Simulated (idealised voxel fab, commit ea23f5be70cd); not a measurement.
Process module name: voxel released beams
For reference, the cross-section in this document is cut, with width 145 nm and square cells of 5 nm.
Throughout this document, each cross-section is represented as a grid of square cells and is presented as a sequence of bands enumerated from the top downward, where a band comprises one or more rows of cells. The entry gives the band's vertical extent as a top height and a bottom height in nm, then its horizontal make-up as materials from left to right, each with a width in nm. "air" stands for empty space; a single material marked "edge to edge" fills the band edge to edge. Note: height 0 marks the level under which the wafer is uniformly one material as received. Lowest band unbounded below, written "from 0 down". Read "30..40" as a graded width: first number on top, second number at the bottom, same change between each pair of neighbouring rows. No cell of the cross-section changed in a step that is given as "changes: none". Reported under the label "Voids, sealed" are the empty spaces having no open way to the top and comprising 8 cells or more; the notation for each is width x height at distance, in which the distance is measured from the left edge and all three values are in nm. On each step's line, the part that comes after the settings is the simulator's own comment on the step. A step's line can hold "overlay nm"; with a mask on that step, the setting says how far right of the planned place the mask lay, while a negative setting says it lay to the left.

### Steps planned for the process
| 1 | RECEIVE [material Si] |
| 2 | CONFORMAL_DEP [material Al2O3] [thk nm 5] |
| 3 | DIRECTIONAL_DEP [material SiO2] [thk nm 15] |
| 4 | DIRECTIONAL_DEP [material aC] [thk nm 10] |
| 5 | PATTERN [tone open] [mask id ANCHOR] [material resist] [width nm 30] [thk nm 30] [overlay nm 0] |
| 6 | DIRECTIONAL_ETCH [etch materials aC] [depth nm 10] |
| 7 | STRIP [etch materials resist] |
| 8 | DIRECTIONAL_ETCH [etch materials SiO2] [depth nm 15] |
| 9 | STRIP [etch materials aC] |
| 10 | CONFORMAL_DEP [material SiN] [thk nm 10] |
| 11 | DIRECTIONAL_DEP [material aC] [thk nm 15] |
| 12 | PATTERN [tone cover] [mask id BEAM] [material resist] [width nm 90] [thk nm 35] [overlay nm 0] |
| 13 | DIRECTIONAL_ETCH [etch materials aC] [depth nm 15] |
| 14 | STRIP [etch materials resist] |
| 15 | DIRECTIONAL_ETCH [etch materials SiN] [depth nm 10] |
| 16 | STRIP [etch materials aC] |
| 17 | STRIP [etch materials SiO2] |

### Run as planned: first of two wafers

### Cross-section of the incoming wafer, state after step 1
- from 0 down: Si edge to edge
- Voids, sealed: none

### Upon completion of step 2, the wafer appears in cross-section as shown
- from 5 to 0: Al2O3 edge to edge
- Beneath the level 0, the cross-section is identical to its previous state.

### Upon completion of step 3, the wafer appears in cross-section as shown
- from 20 to 5: SiO2 edge to edge
- Beneath the level 5, the cross-section is identical to its previous state.

### Upon completion of step 4, the wafer appears in cross-section as shown
- from 30 to 20: aC edge to edge
- Beneath the level 20, the cross-section is identical to its previous state.

### Upon completion of step 5, the wafer appears in cross-section as shown
- from 60 to 30: resist 30, air 30, resist 85
- Beneath the level 30, the cross-section is identical to its previous state.

### Upon completion of step 6, the wafer appears in cross-section as shown
- from 50 to 30: resist 30, air 30, resist 85
- from 30 to 20: aC 30, air 30, aC 85
- Beneath the level 20, the cross-section is identical to its previous state.

### Upon completion of step 7, the wafer appears in cross-section as shown
- from 30 to 20: aC 30, air 30, aC 85
- Beneath the level 20, the cross-section is identical to its previous state.

### Upon completion of step 8, the wafer appears in cross-section as shown
- from 30 to 20: aC 30, air 30, aC 85
- from 20 to 5: SiO2 30, air 30, SiO2 85
- Beneath the level 5, the cross-section is identical to its previous state.

### Upon completion of step 9, the wafer appears in cross-section as shown
- from 20 to 5: SiO2 30, air 30, SiO2 85
- Beneath the level 5, the cross-section is identical to its previous state.

### Upon completion of step 10, the wafer appears in cross-section as shown
- from 30 to 20: SiN 40, air 10, SiN 95
- from 20 to 15: SiO2 30, SiN 10, air 10, SiN 10, SiO2 85
- from 15 to 5: SiO2 30, SiN 30, SiO2 85
- Beneath the level 5, the cross-section is identical to its previous state.

### Upon completion of step 11, the wafer appears in cross-section as shown
- from 45 to 30: aC 40, air 10, aC 95
- from 30 to 20: SiN 40, aC 10, SiN 95
- from 20 to 15: SiO2 30, SiN 10, aC 10, SiN 10, SiO2 85
- Beneath the level 15, the cross-section is identical to its previous state.

### Upon completion of step 12, the wafer appears in cross-section as shown
- from 80 to 45: air 25, resist 90, air 30
- from 45 to 30: aC 40, resist 10, aC 95
- Beneath the level 30, the cross-section is identical to its previous state.

### Upon completion of step 13, the wafer appears in cross-section as shown
- from 65 to 45: air 25, resist 90, air 30
- from 45 to 30: air 25, aC 15, resist 10, aC 65, air 30
- Beneath the level 30, the cross-section is identical to its previous state.

### Upon completion of step 14, the wafer appears in cross-section as shown
- from 45 to 30: air 25, aC 15, air 10, aC 65, air 30
- Beneath the level 30, the cross-section is identical to its previous state.

### Upon completion of step 15, the wafer appears in cross-section as shown
- from 45 to 30: air 25, aC 15, air 10, aC 65, air 30
- from 30 to 20: air 25, SiN 15, aC 10, SiN 65, air 30
- Beneath the level 20, the cross-section is identical to its previous state.

### Upon completion of step 16, the wafer appears in cross-section as shown
- from 30 to 20: air 25, SiN 15, air 10, SiN 65, air 30
- from 20 to 15: SiO2 30, SiN 10, air 10, SiN 10, SiO2 85
- Beneath the level 15, the cross-section is identical to its previous state.

### Upon completion of step 17, the wafer appears in cross-section as shown
- from 30 to 20: air 25, SiN 15, air 10, SiN 65, air 30
- from 20 to 15: air 30, SiN 10, air 10, SiN 10, air 85
- from 15 to 5: air 30, SiN 30, air 85
- Beneath the level 5, the cross-section is identical to its previous state.

### Notes, second wafer: start = first wafer's, plan = first wafer's, execution had one mistake; history identical to first through step 13

### The second wafer in cross-section, at the planned close of step 14
- from 45 to 30: air 25, aC 15, air 10, aC 65, air 30
- Beneath the level 30, the cross-section is identical to its previous state.

### The second wafer in cross-section, at the planned close of step 15
- from 45 to 30: air 25, aC 15, air 10, aC 65, air 30
- from 30 to 20: air 25, SiN 15, aC 10, SiN 65, air 30
- Beneath the level 20, the cross-section is identical to its previous state.

### The second wafer in cross-section, at the planned close of step 16
- from 30 to 20: air 25, SiN 15, air 10, SiN 65, air 30
- from 20 to 15: SiO2 30, SiN 10, air 10, SiN 10, SiO2 85
- Beneath the level 15, the cross-section is identical to its previous state.

### The second wafer in cross-section, at the planned close of step 17
- from 30 to 20: air 25, SiN 15, air 10, SiN 65, air 30
- from 20 to 15: air 30, SiN 10, air 10, SiN 10, air 85
- from 15 to 5: air 30, SiN 30, air 85
- Beneath the level 5, the cross-section is identical to its previous state.
what went wrong: step 14 in the plan was executed twice
Same final cross-section on the two wafers, so the model's numbers don't move because of the mistake.
